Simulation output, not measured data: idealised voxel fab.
The document below concerns the process module designated voxel transistor to metal.
FYI the section here is cut, 275 nm wide, cells are 5 nm squares.
When this document writes out a cross-section, it uses a grid of square cells and lists it as bands, beginning at the top and moving down, with a band standing for one or more rows of cells. For a band, the entry starts with two heights in nm, that of the top and then that of the bottom, and carries on with the band's materials in order from left to right, each alongside its width in nm; the word "all across" beside a single material means it fills the band edge to edge, and "empty" means empty space. Height is counted from the level 0, under which the received wafer is composed throughout of one material. The lowest of the bands is not closed at the bottom but continues downward, in the notation "0 -> down". When a width is written as two numbers, as in "30->40", the first number is the width in the top row of cells of the band and the second is the width in its bottom row, and the width changes by the same amount from each row to the next. "no alterations made" -> step changed no cross-section cell. Basically, "Closed void roster" tells you about the enclosed voids: empty spaces with no open way to the top, 8 cells or bigger, each written width x height at distance, where distance is from the left edge, all in nm. The remark found on a step's line after its settings is issued by the simulator itself and pertains to that step. overlay nm: how far to the right of its planned place the mask lay on this masked step (negative: to the left). Each pair of cross-sections that follows straddles one process step: the one shows the state before the step, the other the state after it, down to the lowest band that changed and no further. The step in question, and its settings, are given under the pair. Note that a pair is not necessarily a continuation of the pair above it, since pairs can come from different runs of this module on the same starting wafer; it is a continuation only where its entry headed "Structure before processing" says so.
## Structure before processing
    50 -> 35: SiO2 (30)  empty (15)  SiO2 (55)  empty (15)  SiO2 (45)  empty (15)  SiO2 (55)  empty (15)  SiO2 (30)
    35 -> 30: SiCN (30)  empty (15)  SiCN (55)  empty (15)  SiCN (45)  empty (15)  SiCN (55)  empty (15)  SiCN (30)
    30 -> 20: SiO2 (30)  TiN (5)  W (5)  TiN (5)  SiO2 (55)  TiN (5)  W (5)  TiN (5)  SiO2 (45)  TiN (5)  W (5)  TiN (5)  SiO2 (55)  TiN (5)  W (5)  TiN (5)  SiO2 (30)
    20 -> 10: SiO2 (30)  TiN (5)  W (5)  TiN (5)  SiO2 (10)  SiN (5)  HfO2 (5)  TiN (5)  W (5)  TiN (5)  HfO2 (5)  SiN (5)  SiO2 (10)  TiN (5)  W (5)  TiN (5)  SiO2 (45)  TiN (5)  W (5)  TiN (5)  SiO2 (10)  SiN (5)  HfO2 (5)  TiN (5)  W (5)  TiN (5)  HfO2 (5)  SiN (5)  SiO2 (10)  TiN (5)  W (5)  TiN (5)  SiO2 (30)
    10 -> 5: SiO2 (30)  TiN (15)  nSi (10)  SiN (5)  HfO2 (5)  TiN (15)  HfO2 (5)  SiN (5)  nSi (10)  TiN (15)  SiO2 (45)  TiN (15)  nSi (10)  SiN (5)  HfO2 (5)  TiN (15)  HfO2 (5)  SiN (5)  nSi (10)  TiN (15)  SiO2 (30)
    5 -> 0: SiO2 (15)  nSi (40)  HfO2 (35)  nSi (40)  SiO2 (15)  nSi (40)  HfO2 (35)  nSi (40)  SiO2 (15)
    0 -> -5: SiO2 (20)  nSi (35)  Si (35)  nSi (35)  SiO2 (25)  nSi (35)  Si (35)  nSi (35)  SiO2 (20)
    -5 -> -25: SiO2 (20)  Si (105)  SiO2 (25)  Si (105)  SiO2 (20)
    -25 -> down: Si all across
    Closed void roster: none
## Cross-Section After Step
    55 -> 50: TiN (35)  empty (5)  TiN (65)  empty (5)  TiN (55)  empty (5)  TiN (65)  empty (5)  TiN (35)
    50 -> 35: SiO2 (30)  TiN (5)  empty (5)  TiN (5)  SiO2 (55)  TiN (5)  empty (5)  TiN (5)  SiO2 (45)  TiN (5)  empty (5)  TiN (5)  SiO2 (55)  TiN (5)  empty (5)  TiN (5)  SiO2 (30)
    35 -> 30: SiCN (30)  TiN (15)  SiCN (55)  TiN (15)  SiCN (45)  TiN (15)  SiCN (55)  TiN (15)  SiCN (30)
    All layers under 30 are left as they were.
    Closed void roster: none
Can you say which step sits between the two cross-sections above? CONFORMAL_DEP: material TiN, thk nm 5
Structure before processing: the after view from the pair directly above serves as the before view here.
## Cross-Section After Step
    60 -> 55: W all across
    55 -> 50: TiN (35)  W (5)  TiN (65)  W (5)  TiN (55)  W (5)  TiN (65)  W (5)  TiN (35)
    50 -> 35: SiO2 (30)  TiN (5)  W (5)  TiN (5)  SiO2 (55)  TiN (5)  W (5)  TiN (5)  SiO2 (45)  TiN (5)  W (5)  TiN (5)  SiO2 (55)  TiN (5)  W (5)  TiN (5)  SiO2 (30)
    All layers under 35 are left as they were.
    Closed void roster: none
Can you say which step sits between the two cross-sections above? FILL_DEP: material W, thk nm 5
Structure before processing: the after view from the pair directly above serves as the before view here.
## Cross-Section After Step
    50 -> 35: SiO2 (30)  TiN (5)  W (5)  TiN (5)  SiO2 (55)  TiN (5)  W (5)  TiN (5)  SiO2 (45)  TiN (5)  W (5)  TiN (5)  SiO2 (55)  TiN (5)  W (5)  TiN (5)  SiO2 (30)
    All layers under 35 are left as they were.
    Closed void roster: none
Can you say which step sits between the two cross-sections above? CMP: height nm 50
Structure before processing: the after view from the pair directly above serves as the before view here.
## Cross-Section After Step
    55 -> 50: empty (25)  Ru (25)  empty (45)  Ru (25)  empty (35)  Ru (25)  empty (45)  Ru (25)  empty (25)
    All layers under 50 are left as they were.
    Closed void roster: none
Can you say which step sits between the two cross-sections above? EPI: material Ru, thk nm 5
Structure before processing: the after view from the pair directly above serves as the before view here.
## Cross-Section After Step
    60 -> 55: SiCN all across
    55 -> 50: SiCN (25)  Ru (25)  SiCN (45)  Ru (25)  SiCN (35)  Ru (25)  SiCN (45)  Ru (25)  SiCN (25)
    All layers under 50 are left as they were.
    Closed void roster: none
Can you say which step sits between the two cross-sections above? FILL_DEP: material SiCN, thk nm 5
## Structure before processing
    40 -> 35: W all across
    35 -> 30: TiN (35)  W (5)  TiN (65)  W (5)  TiN (55)  W (5)  TiN (65)  W (5)  TiN (35)
    30 -> 20: SiO2 (30)  TiN (5)  W (5)  TiN (5)  SiO2 (55)  TiN (5)  W (5)  TiN (5)  SiO2 (45)  TiN (5)  W (5)  TiN (5)  SiO2 (55)  TiN (5)  W (5)  TiN (5)  SiO2 (30)
    20 -> 5: SiO2 (30)  TiN (5)  W (5)  TiN (5)  SiO2 (10)  SiN (5)  HfO2 (5)  TiN (5)  W (5)  TiN (5)  HfO2 (5)  SiN (5)  SiO2 (10)  TiN (5)  W (5)  TiN (5)  SiO2 (45)  TiN (5)  W (5)  TiN (5)  SiO2 (10)  SiN (5)  HfO2 (5)  TiN (5)  W (5)  TiN (5)  HfO2 (5)  SiN (5)  SiO2 (10)  TiN (5)  W (5)  TiN (5)  SiO2 (30)
    5 -> 0: SiO2 (15)  SiN (5)  SiO2 (10)  TiN (15)  nSi (10)  SiN (5)  HfO2 (5)  TiN (15)  HfO2 (5)  SiN (5)  nSi (10)  TiN (15)  SiO2 (10)  SiN (5)  SiO2 (15)  SiN (5)  SiO2 (10)  TiN (15)  nSi (10)  SiN (5)  HfO2 (5)  TiN (15)  HfO2 (5)  SiN (5)  nSi (10)  TiN (15)  SiO2 (10)  SiN (5)  SiO2 (15)
    0 -> -5: SiO2 (20)  nSi (35)  HfO2 (35)  nSi (35)  SiO2 (25)  nSi (35)  HfO2 (35)  nSi (35)  SiO2 (20)
    -5 -> -10: SiO2 (20)  nSi (35)  Si (35)  nSi (35)  SiO2 (25)  nSi (35)  Si (35)  nSi (35)  SiO2 (20)
    -10 -> -25: SiO2 (20)  Si (105)  SiO2 (25)  Si (105)  SiO2 (20)
    -25 -> down: Si all across
    Closed void roster: none
## Cross-Section After Step
    20 -> 5: SiO2 (30)  TiN (5)  W (5)  TiN (5)  SiO2 (10)  SiN (5)  HfO2 (5)  TiN (5)  W (5)  TiN (5)  HfO2 (5)  SiN (5)  SiO2 (10)  TiN (5)  W (5)  TiN (5)  SiO2 (45)  TiN (5)  W (5)  TiN (5)  SiO2 (10)  SiN (5)  HfO2 (5)  TiN (5)  W (5)  TiN (5)  HfO2 (5)  SiN (5)  SiO2 (10)  TiN (5)  W (5)  TiN (5)  SiO2 (30)
    All layers under 5 are left as they were.
    Closed void roster: none
Can you say which step sits between the two cross-sections above? CMP: height nm 20
Structure before processing: the after view from the pair directly above serves as the before view here.
## Cross-Section After Step
    25 -> 20: SiCN all across
    All layers under 20 are left as they were.
    Closed void roster: none
Can you say which step sits between the two cross-sections above? CONFORMAL_DEP: material SiCN, thk nm 5
Structure before processing: the after view from the pair directly above serves as the before view here.
## Cross-Section After Step
    40 -> 25: SiO2 all across
    All layers under 25 are left as they were.
    Closed void roster: none
Can you say which step sits between the two cross-sections above? DIRECTIONAL_DEP: material SiO2, thk nm 15
Structure before processing: the after view from the pair directly above serves as the before view here.
## Cross-Section After Step
    55 -> 40: aC all across
    All layers under 40 are left as they were.
    Closed void roster: none
Can you say which step sits between the two cross-sections above? DIRECTIONAL_DEP: material aC, thk nm 15
Structure before processing: the after view from the pair directly above serves as the before view here.
## Cross-Section After Step
    90 -> 55: resist (30)  empty (15)  resist (55)  empty (15)  resist (45)  empty (15)  resist (55)  empty (15)  resist (30)
    All layers under 55 are left as they were.
    Closed void roster: none
Can you say which step sits between the two cross-sections above? PATTERN: tone open, mask id METAL_1, material resist, width nm 15, thk nm 35, overlay nm 0
Structure before processing: the after view from the pair directly above serves as the before view here.
## Cross-Section After Step
    75 -> 55: resist (30)  empty (15)  resist (55)  empty (15)  resist (45)  empty (15)  resist (55)  empty (15)  resist (30)
    55 -> 40: aC (30)  empty (15)  aC (55)  empty (15)  aC (45)  empty (15)  aC (55)  empty (15)  aC (30)
    All layers under 40 are left as they were.
    Closed void roster: none
Can you say which step sits between the two cross-sections above? DIRECTIONAL_ETCH: etch materials aC, depth nm 15
Structure before processing: the after view from the pair directly above serves as the before view here.
## Cross-Section After Step
    55 -> 40: aC (30)  empty (15)  aC (55)  empty (15)  aC (45)  empty (15)  aC (55)  empty (15)  aC (30)
    All layers under 40 are left as they were.
    Closed void roster: none
Can you say which step sits between the two cross-sections above? STRIP: etch materials resist
Structure before processing: the after view from the pair directly above serves as the before view here.
## Cross-Section After Step
    55 -> 40: aC (30)  empty (15)  aC (55)  empty (15)  aC (45)  empty (15)  aC (55)  empty (15)  aC (30)
    40 -> 25: SiO2 (30)  empty (15)  SiO2 (55)  empty (15)  SiO2 (45)  empty (15)  SiO2 (55)  empty (15)  SiO2 (30)
    All layers under 25 are left as they were.
    Closed void roster: none
Can you say which step sits between the two cross-sections above? DIRECTIONAL_ETCH: etch materials SiO2, depth nm 15
Structure before processing: the after view from the pair directly above serves as the before view here.
## Cross-Section After Step
    55 -> 40: aC (30)  empty (15)  aC (55)  empty (15)  aC (45)  empty (15)  aC (55)  empty (15)  aC (30)
    40 -> 25: SiO2 (30)  empty (15)  SiO2 (55)  empty (15)  SiO2 (45)  empty (15)  SiO2 (55)  empty (15)  SiO2 (30)
    25 -> 20: SiCN (30)  empty (15)  SiCN (55)  empty (15)  SiCN (45)  empty (15)  SiCN (55)  empty (15)  SiCN (30)
    All layers under 20 are left as they were.
    Closed void roster: none
Can you say which step sits between the two cross-sections above? DIRECTIONAL_ETCH: etch materials SiCN, depth nm 5
Structure before processing: the after view from the pair directly above serves as the before view here.
## Cross-Section After Step
    40 -> 25: SiO2 (30)  empty (15)  SiO2 (55)  empty (15)  SiO2 (45)  empty (15)  SiO2 (55)  empty (15)  SiO2 (30)
    All layers under 25 are left as they were.
    Closed void roster: none
Can you say which step sits between the two cross-sections above? STRIP: etch materials aC
Structure before processing: the after view from the pair directly above serves as the before view here.
## Cross-Section After Step
    45 -> 40: TiN (35)  empty (5)  TiN (65)  empty (5)  TiN (55)  empty (5)  TiN (65)  empty (5)  TiN (35)
    40 -> 25: SiO2 (30)  TiN (5)  empty (5)  TiN (5)  SiO2 (55)  TiN (5)  empty (5)  TiN (5)  SiO2 (45)  TiN (5)  empty (5)  TiN (5)  SiO2 (55)  TiN (5)  empty (5)  TiN (5)  SiO2 (30)
    25 -> 20: SiCN (30)  TiN (15)  SiCN (55)  TiN (15)  SiCN (45)  TiN (15)  SiCN (55)  TiN (15)  SiCN (30)
    All layers under 20 are left as they were.
    Closed void roster: none
Can you say which step sits between the two cross-sections above? CONFORMAL_DEP: material TiN, thk nm 5
Structure before processing: the after view from the pair directly above serves as the before view here.
## Cross-Section After Step
    50 -> 45: W all across
    45 -> 40: TiN (35)  W (5)  TiN (65)  W (5)  TiN (55)  W (5)  TiN (65)  W (5)  TiN (35)
    40 -> 25: SiO2 (30)  TiN (5)  W (5)  TiN (5)  SiO2 (55)  TiN (5)  W (5)  TiN (5)  SiO2 (45)  TiN (5)  W (5)  TiN (5)  SiO2 (55)  TiN (5)  W (5)  TiN (5)  SiO2 (30)
    All layers under 25 are left as they were.
    Closed void roster: none
Can you say which step sits between the two cross-sections above? FILL_DEP: material W, thk nm 5
Structure before processing: the after view from the pair directly above serves as the before view here.
## Cross-Section After Step
    55 -> 50: Ru all across
    All layers under 50 are left as they were.
    Closed void roster: none
Can you say which step sits between the two cross-sections above? EPI: material Ru, thk nm 5
Structure before processing: the after view from the pair directly above serves as the before view here.
## Cross-Section After Step
    60 -> 55: SiCN all across
    All layers under 55 are left as they were.
    Closed void roster: none
Can you say which step sits between the two cross-sections above? FILL_DEP: material SiCN, thk nm 5
## Structure before processing
    20 -> 5: SiN all across
    5 -> 0: SiO2 all across
    0 -> down: Si all across
    Closed void roster: none
## Cross-Section After Step
    20 -> 5: empty (20)  SiN (110)  empty (20)  SiN (110)  empty (15)
    All layers under 5 are left as they were.
    Closed void roster: none
Can you say which step sits between the two cross-sections above? MASKED_ETCH: tone cover, mask id ACTIVE, width nm 110, pitch nm 130, etch materials SiN, depth nm 15, overlay nm 0
Structure before processing: the after view from the pair directly above serves as the before view here.
## Cross-Section After Step
    20 -> 5: empty (20)  SiN (110)  empty (20)  SiN (110)  empty (15)
    5 -> 0: empty (20)  SiO2 (110)  empty (20)  SiO2 (110)  empty (15)
    All layers under 0 are left as they were.
    Closed void roster: none
Can you say which step sits between the two cross-sections above? MASKED_ETCH: tone cover, mask id ACTIVE, width nm 105, pitch nm 130, etch materials SiO2, depth nm 5, overlay nm 0
Structure before processing: the after view from the pair directly above serves as the before view here.
## Cross-Section After Step
    20 -> 5: empty (20)  SiN (110)  empty (20)  SiN (110)  empty (15)
    5 -> 0: empty (20)  SiO2 (110)  empty (20)  SiO2 (110)  empty (15)
    0 -> -25: empty (20)  Si (110)  empty (20)  Si (110)  empty (15)
    All layers under -25 are left as they were.
    Closed void roster: none
Can you say which step sits between the two cross-sections above? MASKED_ETCH: tone cover, mask id ACTIVE, width nm 105, pitch nm 130, etch materials Si, depth nm 25, overlay nm 0
Structure before processing: the after view from the pair directly above serves as the before view here.
## Cross-Section After Step
    25 -> 20: SiO2 all across
    20 -> 5: SiO2 (20)  SiN (110)  SiO2 (20)  SiN (110)  SiO2 (15)
    5 -> 0: SiO2 all across
    0 -> -25: SiO2 (20)  Si (110)  SiO2 (20)  Si (110)  SiO2 (15)
    All layers under -25 are left as they were.
    Closed void roster: none
Can you say which step sits between the two cross-sections above? FILL_DEP: material SiO2, thk nm 5
Structure before processing: the after view from the pair directly above serves as the before view here.
## Cross-Section After Step
    20 -> 5: SiO2 (20)  SiN (110)  SiO2 (20)  SiN (110)  SiO2 (15)
    All layers under 5 are left as they were.
    Closed void roster: none
Can you say which step sits between the two cross-sections above? CMP: height nm 20
Structure before processing: the after view from the pair directly above serves as the before view here.
## Cross-Section After Step
    20 -> 10: empty (20)  SiN (110)  empty (20)  SiN (110)  empty (15)
    All layers under 10 are left as they were.
    Closed void roster: none
Can you say which step sits between the two cross-sections above? SELECTIVE_ETCH: etch materials SiO2, depth nm 10
Structure before processing: the after view from the pair directly above serves as the before view here.
## Cross-Section After Step
    10 -> 5: SiO2 (20)  empty (110)  SiO2 (20)  empty (110)  SiO2 (15)
    All layers under 5 are left as they were.
    Closed void roster: none
Can you say which step sits between the two cross-sections above? STRIP: etch materials SiN
Structure before processing: the after view from the pair directly above serves as the before view here.
## Cross-Section After Step
    5 -> 0: SiO2 (15)  empty (120)  SiO2 (10)  empty (120)  SiO2 (10)
    All layers under 0 are left as they were.
    Closed void roster: none
Can you say which step sits between the two cross-sections above? SELECTIVE_ETCH: etch materials SiO2, depth nm 5
Structure before processing: the after view from the pair directly above serves as the before view here.
## Cross-Section After Step
    5 -> 0: SiO2 (15)  empty (120)  SiO2 (10)  empty (120)  SiO2 (10)
    0 -> -5: SiO2 all across
    All layers under -5 are left as they were.
    Closed void roster: none
Can you say which step sits between the two cross-sections above? OXIDIZE: depth nm 5
Structure before processing: the after view from the pair directly above serves as the before view here.
## Cross-Section After Step
    30 -> 25: polySi (15)  empty (120)  polySi (10)  empty (120)  polySi (10)
    25 -> 5: polySi all across
    5 -> 0: SiO2 (15)  polySi (120)  SiO2 (10)  polySi (120)  SiO2 (10)
    All layers under 0 are left as they were.
    Closed void roster: none
Can you say which step sits between the two cross-sections above? DIRECTIONAL_DEP: material polySi, thk nm 25
Structure before processing: the after view from the pair directly above serves as the before view here.
## Cross-Section After Step
    40 -> 35: SiCN (15)  empty (120)  SiCN (10)  empty (120)  SiCN (10)
    35 -> 30: SiCN all across
    30 -> 25: polySi (15)  SiCN (120)  polySi (10)  SiCN (120)  polySi (10)
    All layers under 25 are left as they were.
    Closed void roster: none
Can you say which step sits between the two cross-sections above? DIRECTIONAL_DEP: material SiCN, thk nm 10
Structure before processing: the after view from the pair directly above serves as the before view here.
## Cross-Section After Step
    60 -> 40: empty (60)  resist (25)  empty (105)  resist (25)  empty (60)
    40 -> 35: SiCN (15)  empty (45)  resist (25)  empty (50)  SiCN (10)  empty (45)  resist (25)  empty (50)  SiCN (10)
    All layers under 35 are left as they were.
    Closed void roster: none
Can you say which step sits between the two cross-sections above? PATTERN: tone cover, mask id GATE, material resist, width nm 25, pitch nm 130, thk nm 20, overlay nm 0
Structure before processing: the after view from the pair directly above serves as the before view here.
## Cross-Section After Step
    60 -> 35: empty (60)  resist (25)  empty (105)  resist (25)  empty (60)
    35 -> 30: empty (60)  SiCN (25)  empty (105)  SiCN (25)  empty (60)
    30 -> 25: polySi (15)  empty (45)  SiCN (25)  empty (50)  polySi (10)  empty (45)  SiCN (25)  empty (50)  polySi (10)
    All layers under 25 are left as they were.
    Closed void roster: none
Can you say which step sits between the two cross-sections above? DIRECTIONAL_ETCH: etch materials SiCN, depth nm 20
Structure before processing: the after view from the pair directly above serves as the before view here.
## Cross-Section After Step
    60 -> 35: empty (60)  resist (25)  empty (105)  resist (25)  empty (60)
    35 -> 25: empty (60)  SiCN (25)  empty (105)  SiCN (25)  empty (60)
    25 -> 5: empty (60)  polySi (25)  empty (105)  polySi (25)  empty (60)
    5 -> 0: SiO2 (15)  empty (45)  polySi (25)  empty (50)  SiO2 (10)  empty (45)  polySi (25)  empty (50)  SiO2 (10)
    All layers under 0 are left as they were.
    Closed void roster: none
Can you say which step sits between the two cross-sections above? DIRECTIONAL_ETCH: etch materials polySi, depth nm 35
Structure before processing: the after view from the pair directly above serves as the before view here.
## Cross-Section After Step
    35 -> 25: empty (60)  SiCN (25)  empty (105)  SiCN (25)  empty (60)
    All layers under 25 are left as they were.
    Closed void roster: none
Can you say which step sits between the two cross-sections above? STRIP: etch materials resist
Structure before processing: the after view from the pair directly above serves as the before view here.
## Cross-Section After Step
    40 -> 35: empty (55)  SiN (35)  empty (95)  SiN (35)  empty (55)
    35 -> 25: empty (55)  SiN (5)  SiCN (25)  SiN (5)  empty (95)  SiN (5)  SiCN (25)  SiN (5)  empty (55)
    25 -> 10: empty (55)  SiN (5)  polySi (25)  SiN (5)  empty (95)  SiN (5)  polySi (25)  SiN (5)  empty (55)
    10 -> 5: SiN (20)  empty (35)  SiN (5)  polySi (25)  SiN (5)  empty (40)  SiN (20)  empty (35)  SiN (5)  polySi (25)  SiN (5)  empty (40)  SiN (15)
    5 -> 0: SiO2 (15)  SiN (45)  polySi (25)  SiN (50)  SiO2 (10)  SiN (45)  polySi (25)  SiN (50)  SiO2 (10)
    All layers under 0 are left as they were.
    Closed void roster: none
Can you say which step sits between the two cross-sections above? CONFORMAL_DEP: material SiN, thk nm 5
Structure before processing: the after view from the pair directly above serves as the before view here.
## Cross-Section After Step
    35 -> 25: empty (55)  SiN (5)  SiCN (25)  SiN (5)  empty (95)  SiN (5)  SiCN (25)  SiN (5)  empty (55)
    25 -> 5: empty (55)  SiN (5)  polySi (25)  SiN (5)  empty (95)  SiN (5)  polySi (25)  SiN (5)  empty (55)
    5 -> 0: SiO2 (15)  SiN (5)  empty (35)  SiN (5)  polySi (25)  SiN (5)  empty (40)  SiN (5)  SiO2 (10)  SiN (5)  empty (35)  SiN (5)  polySi (25)  SiN (5)  empty (40)  SiN (5)  SiO2 (10)
    All layers under 0 are left as they were.
    Closed void roster: none
Can you say which step sits between the two cross-sections above? DIRECTIONAL_ETCH: etch materials SiN, depth nm 5
Structure before processing: the after view from the pair directly above serves as the before view here.
## Cross-Section After Step
    35 -> 25: empty (55)  SiN (5)  SiCN (25)  SiN (5)  empty (95)  SiN (5)  SiCN (25)  SiN (5)  empty (55)
    25 -> 5: empty (55)  SiN (5)  polySi (25)  SiN (5)  empty (95)  SiN (5)  polySi (25)  SiN (5)  empty (55)
    5 -> 0: empty (15)  SiN (5)  empty (35)  SiN (5)  polySi (25)  SiN (5)  empty (40)  SiN (5)  empty (10)  SiN (5)  empty (35)  SiN (5)  polySi (25)  SiN (5)  empty (40)  SiN (5)  empty (10)
    0 -> -5: SiO2 (20)  empty (35)  SiO2 (35)  empty (40)  SiO2 (20)  empty (35)  SiO2 (35)  empty (40)  SiO2 (15)
    All layers under -5 are left as they were.
    Closed void roster: none
Can you say which step sits between the two cross-sections above? DIRECTIONAL_ETCH: etch materials SiO2, depth nm 5
Structure before processing: the after view from the pair directly above serves as the before view here.
## Cross-Section After Step
    35 -> 25: empty (55)  SiN (5)  SiCN (25)  SiN (5)  empty (95)  SiN (5)  SiCN (25)  SiN (5)  empty (55)
    25 -> 5: empty (55)  SiN (5)  polySi (25)  SiN (5)  empty (95)  SiN (5)  polySi (25)  SiN (5)  empty (55)
    5 -> 0: empty (15)  SiN (5)  empty (35)  SiN (5)  polySi (25)  SiN (5)  empty (40)  SiN (5)  empty (10)  SiN (5)  empty (35)  SiN (5)  polySi (25)  SiN (5)  empty (40)  SiN (5)  empty (10)
    0 -> -5: SiO2 (20)  empty (35)  SiO2 (35)  empty (40)  SiO2 (20)  empty (35)  SiO2 (35)  empty (40)  SiO2 (15)
    -5 -> -10: SiO2 (20)  empty (35)  Si (35)  empty (40)  SiO2 (20)  empty (35)  Si (35)  empty (40)  SiO2 (15)
    All layers under -10 are left as they were.
    Closed void roster: none
Can you say which step sits between the two cross-sections above? DIRECTIONAL_ETCH: etch materials Si, depth nm 5
Structure before processing: the after view from the pair directly above serves as the before view here.
## Cross-Section After Step
    35 -> 25: empty (55)  SiN (5)  SiCN (25)  SiN (5)  empty (95)  SiN (5)  SiCN (25)  SiN (5)  empty (55)
    25 -> 5: empty (55)  SiN (5)  polySi (25)  SiN (5)  empty (95)  SiN (5)  polySi (25)  SiN (5)  empty (55)
    5 -> 0: empty (15)  SiN (5)  empty (25)  nSi (10)  SiN (5)  polySi (25)  SiN (5)  nSi (10)  empty (30)  SiN (5)  empty (10)  SiN (5)  empty (25)  nSi (10)  SiN (5)  polySi (25)  SiN (5)  nSi (10)  empty (30)  SiN (5)  empty (10)
    0 -> -5: SiO2 (20)  nSi (35)  SiO2 (35)  nSi (40)  SiO2 (20)  nSi (35)  SiO2 (35)  nSi (40)  SiO2 (15)
    -5 -> -10: SiO2 (20)  nSi (35)  Si (35)  nSi (40)  SiO2 (20)  nSi (35)  Si (35)  nSi (40)  SiO2 (15)
    All layers under -10 are left as they were.
    Closed void roster: none
Can you say which step sits between the two cross-sections above? EPI: material nSi, thk nm 10
Structure before processing: the after view from the pair directly above serves as the before view here.
## Cross-Section After Step
    45 -> 35: SiO2 all across
    35 -> 25: SiO2 (55)  SiN (5)  SiCN (25)  SiN (5)  SiO2 (95)  SiN (5)  SiCN (25)  SiN (5)  SiO2 (55)
    25 -> 5: SiO2 (55)  SiN (5)  polySi (25)  SiN (5)  SiO2 (95)  SiN (5)  polySi (25)  SiN (5)  SiO2 (55)
    5 -> 0: SiO2 (15)  SiN (5)  SiO2 (25)  nSi (10)  SiN (5)  polySi (25)  SiN (5)  nSi (10)  SiO2 (30)  SiN (5)  SiO2 (10)  SiN (5)  SiO2 (25)  nSi (10)  SiN (5)  polySi (25)  SiN (5)  nSi (10)  SiO2 (30)  SiN (5)  SiO2 (10)
    All layers under 0 are left as they were.
    Closed void roster: none
Can you say which step sits between the two cross-sections above? FILL_DEP: material SiO2, thk nm 10
Structure before processing: the after view from the pair directly above serves as the before view here.
## Cross-Section After Step
    25 -> 5: SiO2 (55)  SiN (5)  polySi (25)  SiN (5)  SiO2 (95)  SiN (5)  polySi (25)  SiN (5)  SiO2 (55)
    All layers under 5 are left as they were.
    Closed void roster: none
Can you say which step sits between the two cross-sections above? CMP: height nm 25
Structure before processing: the after view from the pair directly above serves as the before view here.
## Cross-Section After Step
    25 -> 5: SiO2 (55)  SiN (5)  empty (25)  SiN (5)  SiO2 (95)  SiN (5)  empty (25)  SiN (5)  SiO2 (55)
    5 -> 0: SiO2 (15)  SiN (5)  SiO2 (25)  nSi (10)  SiN (5)  empty (25)  SiN (5)  nSi (10)  SiO2 (30)  SiN (5)  SiO2 (10)  SiN (5)  SiO2 (25)  nSi (10)  SiN (5)  empty (25)  SiN (5)  nSi (10)  SiO2 (30)  SiN (5)  SiO2 (10)
    All layers under 0 are left as they were.
    Closed void roster: none
Can you say which step sits between the two cross-sections above? STRIP: etch materials polySi
Structure before processing: the after view from the pair directly above serves as the before view here.
## Cross-Section After Step
    25 -> 20: empty (55)  SiN (5)  empty (25)  SiN (5)  empty (95)  SiN (5)  empty (25)  SiN (5)  empty (55)
    20 -> 5: SiO2 (55)  SiN (5)  empty (25)  SiN (5)  SiO2 (95)  SiN (5)  empty (25)  SiN (5)  SiO2 (55)
    5 -> 0: SiO2 (15)  SiN (5)  SiO2 (25)  nSi (10)  SiN (5)  empty (25)  SiN (5)  nSi (10)  SiO2 (30)  SiN (5)  SiO2 (10)  SiN (5)  SiO2 (25)  nSi (10)  SiN (5)  empty (25)  SiN (5)  nSi (10)  SiO2 (30)  SiN (5)  SiO2 (10)
    0 -> -5: SiO2 (20)  nSi (35)  empty (35)  nSi (40)  SiO2 (20)  nSi (35)  empty (35)  nSi (40)  SiO2 (15)
    All layers under -5 are left as they were.
    Closed void roster: none
Can you say which step sits between the two cross-sections above? SELECTIVE_ETCH: etch materials SiO2, depth nm 5
Structure before processing: the after view from the pair directly above serves as the before view here.
## Cross-Section After Step
    30 -> 25: empty (50)  HfO2 (15)  empty (15)  HfO2 (15)  empty (85)  HfO2 (15)  empty (15)  HfO2 (15)  empty (50)
    25 -> 20: HfO2 (55)  SiN (5)  HfO2 (5)  empty (15)  HfO2 (5)  SiN (5)  HfO2 (95)  SiN (5)  HfO2 (5)  empty (15)  HfO2 (5)  SiN (5)  HfO2 (55)
    20 -> 5: SiO2 (55)  SiN (5)  HfO2 (5)  empty (15)  HfO2 (5)  SiN (5)  SiO2 (95)  SiN (5)  HfO2 (5)  empty (15)  HfO2 (5)  SiN (5)  SiO2 (55)
    5 -> 0: SiO2 (15)  SiN (5)  SiO2 (25)  nSi (10)  SiN (5)  HfO2 (5)  empty (15)  HfO2 (5)  SiN (5)  nSi (10)  SiO2 (30)  SiN (5)  SiO2 (10)  SiN (5)  SiO2 (25)  nSi (10)  SiN (5)  HfO2 (5)  empty (15)  HfO2 (5)  SiN (5)  nSi (10)  SiO2 (30)  SiN (5)  SiO2 (10)
    0 -> -5: SiO2 (20)  nSi (35)  HfO2 (35)  nSi (40)  SiO2 (20)  nSi (35)  HfO2 (35)  nSi (40)  SiO2 (15)
    All layers under -5 are left as they were.
    Closed void roster: none
Can you say which step sits between the two cross-sections above? CONFORMAL_DEP: material HfO2, thk nm 5
Structure before processing: the after view from the pair directly above serves as the before view here.
## Cross-Section After Step
    35 -> 30: empty (45)  TiN (25)  empty (5)  TiN (25)  empty (75)  TiN (25)  empty (5)  TiN (25)  empty (45)
    30 -> 25: TiN (50)  HfO2 (15)  TiN (5)  empty (5)  TiN (5)  HfO2 (15)  TiN (85)  HfO2 (15)  TiN (5)  empty (5)  TiN (5)  HfO2 (15)  TiN (50)
    25 -> 20: HfO2 (55)  SiN (5)  HfO2 (5)  TiN (5)  empty (5)  TiN (5)  HfO2 (5)  SiN (5)  HfO2 (95)  SiN (5)  HfO2 (5)  TiN (5)  empty (5)  TiN (5)  HfO2 (5)  SiN (5)  HfO2 (55)
    20 -> 5: SiO2 (55)  SiN (5)  HfO2 (5)  TiN (5)  empty (5)  TiN (5)  HfO2 (5)  SiN (5)  SiO2 (95)  SiN (5)  HfO2 (5)  TiN (5)  empty (5)  TiN (5)  HfO2 (5)  SiN (5)  SiO2 (55)
    5 -> 0: SiO2 (15)  SiN (5)  SiO2 (25)  nSi (10)  SiN (5)  HfO2 (5)  TiN (15)  HfO2 (5)  SiN (5)  nSi (10)  SiO2 (30)  SiN (5)  SiO2 (10)  SiN (5)  SiO2 (25)  nSi (10)  SiN (5)  HfO2 (5)  TiN (15)  HfO2 (5)  SiN (5)  nSi (10)  SiO2 (30)  SiN (5)  SiO2 (10)
    All layers under 0 are left as they were.
    Closed void roster: none
Can you say which step sits between the two cross-sections above? CONFORMAL_DEP: material TiN, thk nm 5
